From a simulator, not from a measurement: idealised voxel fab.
Process module heading - voxel air gaps
Each square cell in cross-section cut measures 5 nm, and the section as a whole is 155 nm wide.
Square cells in a grid make up a cross-section in this document, and the grid is given as bands, listed from the top down, each one or more rows of cells. Look at the band entry: it leads with the top's height and the bottom's height in nm. Then it lists the materials left to right, with a width in nm for each. The word "full width" on a single material says that material fills the band edge to edge. The word "empty" is empty space. Where do heights start? At 0: under that level the wafer as delivered is made of one material only. And the lowest band has no floor; it just carries on downward, as in "z 0 and below". Note: "30->40" means the width goes from the first number (top row of the band) to the second number (bottom row) in equal steps per row of cells. For the purposes of this document, the phrase "nothing was modified" attached to a step denotes that no cell within the cross-section was modified by that step. Any empty space of 8 cells or more lacking an open way to the top shows up in "Enclosed cavities" as width x height at distance, distance from the left edge, in nm. That trailing text on a step's line, after the settings, is the simulator's own remark on the step. For masked steps, "overlay nm" on the step line gives how far right of plan the mask actually lay; a minus sign means it lay to the left.
Below is the list of planned process steps
1. RECEIVE,material Si
2. CONFORMAL_DEP,material SiO2,thk nm 15
3. CONFORMAL_DEP,material SiN,thk nm 5
4. DIRECTIONAL_DEP,material lowk,thk nm 35
5. DIRECTIONAL_DEP,material aC,thk nm 10
6. PATTERN,tone open,mask id LINES,material resist,width nm 15,pitch nm 40,thk nm 30,overlay nm 0
7. DIRECTIONAL_ETCH,etch materials aC,depth nm 10
8. STRIP,etch materials resist
9. DIRECTIONAL_ETCH,etch materials lowk,depth nm 35
10. STRIP,etch materials aC
11. CONFORMAL_DEP,material TiN,thk nm 5
12. FILL_DEP,material Ru,thk nm 5
13. CMP,height nm 55
14. EPI,material Ru,thk nm 10
15. SELECTIVE_ETCH,etch materials lowk,depth nm 45
16. CONFORMAL_DEP,material SiN,thk nm 5
First of the two wafers, run per plan
As received (post step 1): cross-section
	z 0 and below: Si full width
	Enclosed cavities: none
Cross-section: wafer state after step 2
	z 15 to 0: SiO2 full width
	Everything under 0 stays put, no change at all.
Cross-section: wafer state after step 3
	z 20 to 15: SiN full width
	Everything under 15 stays put, no change at all.
Cross-section: wafer state after step 4
	z 55 to 20: lowk full width
	Everything under 20 stays put, no change at all.
Cross-section: wafer state after step 5
	z 65 to 55: aC full width
	Everything under 55 stays put, no change at all.
Cross-section: wafer state after step 6
	z 95 to 65: resist 30  empty 15  resist 25  empty 15  resist 25  empty 15  resist 30
	Everything under 65 stays put, no change at all.
Cross-section: wafer state after step 7
	z 85 to 65: resist 30  empty 15  resist 25  empty 15  resist 25  empty 15  resist 30
	z 65 to 55: aC 30  empty 15  aC 25  empty 15  aC 25  empty 15  aC 30
	Everything under 55 stays put, no change at all.
Cross-section: wafer state after step 8
	z 65 to 55: aC 30  empty 15  aC 25  empty 15  aC 25  empty 15  aC 30
	Everything under 55 stays put, no change at all.
Cross-section: wafer state after step 9
	z 65 to 55: aC 30  empty 15  aC 25  empty 15  aC 25  empty 15  aC 30
	z 55 to 20: lowk 30  empty 15  lowk 25  empty 15  lowk 25  empty 15  lowk 30
	Everything under 20 stays put, no change at all.
Cross-section: wafer state after step 10
	z 55 to 20: lowk 30  empty 15  lowk 25  empty 15  lowk 25  empty 15  lowk 30
	Everything under 20 stays put, no change at all.
Cross-section: wafer state after step 11
	z 60 to 55: TiN 35  empty 5  TiN 35  empty 5  TiN 35  empty 5  TiN 35
	z 55 to 25: lowk 30  TiN 5  empty 5  TiN 5  lowk 25  TiN 5  empty 5  TiN 5  lowk 25  TiN 5  empty 5  TiN 5  lowk 30
	z 25 to 20: lowk 30  TiN 15  lowk 25  TiN 15  lowk 25  TiN 15  lowk 30
	Everything under 20 stays put, no change at all.
Cross-section: wafer state after step 12
	z 65 to 60: Ru full width
	z 60 to 55: TiN 35  Ru 5  TiN 35  Ru 5  TiN 35  Ru 5  TiN 35
	z 55 to 25: lowk 30  TiN 5  Ru 5  TiN 5  lowk 25  TiN 5  Ru 5  TiN 5  lowk 25  TiN 5  Ru 5  TiN 5  lowk 30
	Everything under 25 stays put, no change at all.
Cross-section: wafer state after step 13
	z 55 to 25: lowk 30  TiN 5  Ru 5  TiN 5  lowk 25  TiN 5  Ru 5  TiN 5  lowk 25  TiN 5  Ru 5  TiN 5  lowk 30
	Everything under 25 stays put, no change at all.
Cross-section: wafer state after step 14
	z 65 to 55: empty 20  Ru 35  empty 5  Ru 35  empty 5  Ru 35  empty 20
	Everything under 55 stays put, no change at all.
Cross-section: wafer state after step 15
	z 65 to 55: empty 20  Ru 35  empty 5  Ru 35  empty 5  Ru 35  empty 20
	z 55 to 25: empty 30  TiN 5  Ru 5  TiN 5  empty 25  TiN 5  Ru 5  TiN 5  empty 25  TiN 5  Ru 5  TiN 5  empty 30
	z 25 to 20: empty 30  TiN 15  empty 25  TiN 15  empty 25  TiN 15  empty 30
	Everything under 20 stays put, no change at all.
Cross-section: wafer state after step 16
	z 70 to 65: empty 15  SiN 125  empty 15
	z 65 to 55: empty 15  SiN 5  Ru 35  SiN 5  Ru 35  SiN 5  Ru 35  SiN 5  empty 15
	z 55 to 50: empty 15  SiN 15  TiN 5  Ru 5  TiN 5  SiN 25  TiN 5  Ru 5  TiN 5  SiN 25  TiN 5  Ru 5  TiN 5  SiN 15  empty 15
	z 50 to 25: empty 25  SiN 5  TiN 5  Ru 5  TiN 5  SiN 5  empty 15  SiN 5  TiN 5  Ru 5  TiN 5  SiN 5  empty 15  SiN 5  TiN 5  Ru 5  TiN 5  SiN 5  empty 25
	z 25 to 20: SiN 30  TiN 15  SiN 25  TiN 15  SiN 25  TiN 15  SiN 30
	Everything under 20 stays put, no change at all.
	Enclosed cavities: 15 x 25 at 50; 15 x 25 at 90
Okay, second wafer. Nothing different at the start, nothing different in the plan, just one mistake somewhere in the running. As far as step 1, counting that step, it's the first wafer all over again
The second wafer in cross-section, at the planned close of step 2
	z 30 to 0: SiO2 full width
	Everything under 0 stays put, no change at all.
The second wafer in cross-section, at the planned close of step 3
	z 35 to 30: SiN full width
	Everything under 30 stays put, no change at all.
The second wafer in cross-section, at the planned close of step 4
	z 70 to 35: lowk full width
	Everything under 35 stays put, no change at all.
The second wafer in cross-section, at the planned close of step 5
	z 80 to 70: aC full width
	Everything under 70 stays put, no change at all.
The second wafer in cross-section, at the planned close of step 6
	z 110 to 80: resist 30  empty 15  resist 25  empty 15  resist 25  empty 15  resist 30
	Everything under 80 stays put, no change at all.
The second wafer in cross-section, at the planned close of step 7
	z 100 to 80: resist 30  empty 15  resist 25  empty 15  resist 25  empty 15  resist 30
	z 80 to 70: aC 30  empty 15  aC 25  empty 15  aC 25  empty 15  aC 30
	Everything under 70 stays put, no change at all.
The second wafer in cross-section, at the planned close of step 8
	z 80 to 70: aC 30  empty 15  aC 25  empty 15  aC 25  empty 15  aC 30
	Everything under 70 stays put, no change at all.
The second wafer in cross-section, at the planned close of step 9
	z 80 to 70: aC 30  empty 15  aC 25  empty 15  aC 25  empty 15  aC 30
	z 70 to 35: lowk 30  empty 15  lowk 25  empty 15  lowk 25  empty 15  lowk 30
	Everything under 35 stays put, no change at all.
The second wafer in cross-section, at the planned close of step 10
	z 70 to 35: lowk 30  empty 15  lowk 25  empty 15  lowk 25  empty 15  lowk 30
	Everything under 35 stays put, no change at all.
The second wafer in cross-section, at the planned close of step 11
	z 75 to 70: TiN 35  empty 5  TiN 35  empty 5  TiN 35  empty 5  TiN 35
	z 70 to 40: lowk 30  TiN 5  empty 5  TiN 5  lowk 25  TiN 5  empty 5  TiN 5  lowk 25  TiN 5  empty 5  TiN 5  lowk 30
	z 40 to 35: lowk 30  TiN 15  lowk 25  TiN 15  lowk 25  TiN 15  lowk 30
	Everything under 35 stays put, no change at all.
The second wafer in cross-section, at the planned close of step 12
	z 80 to 75: Ru full width
	z 75 to 70: TiN 35  Ru 5  TiN 35  Ru 5  TiN 35  Ru 5  TiN 35
	z 70 to 40: lowk 30  TiN 5  Ru 5  TiN 5  lowk 25  TiN 5  Ru 5  TiN 5  lowk 25  TiN 5  Ru 5  TiN 5  lowk 30
	Everything under 40 stays put, no change at all.
The second wafer in cross-section, at the planned close of step 13
	z 55 to 40: lowk 30  TiN 5  Ru 5  TiN 5  lowk 25  TiN 5  Ru 5  TiN 5  lowk 25  TiN 5  Ru 5  TiN 5  lowk 30
	Everything under 40 stays put, no change at all.
The second wafer in cross-section, at the planned close of step 14
	z 65 to 55: empty 20  Ru 35  empty 5  Ru 35  empty 5  Ru 35  empty 20
	Everything under 55 stays put, no change at all.
The second wafer in cross-section, at the planned close of step 15
	z 65 to 55: empty 20  Ru 35  empty 5  Ru 35  empty 5  Ru 35  empty 20
	z 55 to 40: empty 30  TiN 5  Ru 5  TiN 5  empty 25  TiN 5  Ru 5  TiN 5  empty 25  TiN 5  Ru 5  TiN 5  empty 30
	z 40 to 35: empty 30  TiN 15  empty 25  TiN 15  empty 25  TiN 15  empty 30
	Everything under 35 stays put, no change at all.
The second wafer in cross-section, at the planned close of step 16
	z 70 to 65: empty 15  SiN 125  empty 15
	z 65 to 55: empty 15  SiN 5  Ru 35  SiN 5  Ru 35  SiN 5  Ru 35  SiN 5  empty 15
	z 55 to 50: empty 15  SiN 15  TiN 5  Ru 5  TiN 5  SiN 25  TiN 5  Ru 5  TiN 5  SiN 25  TiN 5  Ru 5  TiN 5  SiN 15  empty 15
	z 50 to 40: empty 25  SiN 5  TiN 5  Ru 5  TiN 5  SiN 5  empty 15  SiN 5  TiN 5  Ru 5  TiN 5  SiN 5  empty 15  SiN 5  TiN 5  Ru 5  TiN 5  SiN 5  empty 25
	z 40 to 35: SiN 30  TiN 15  SiN 25  TiN 15  SiN 25  TiN 15  SiN 30
	Everything under 35 stays put, no change at all.
Plan not followed: in the plan, step 2 was performed twice
Count the cells at the end and the second wafer has more or fewer of some materials than the first: Ru: 9 fewer, SiN: 18 fewer, SiO2: 93 more, TiN: 18 fewer
Final closed voids: first wafer 2, second wafer 0.
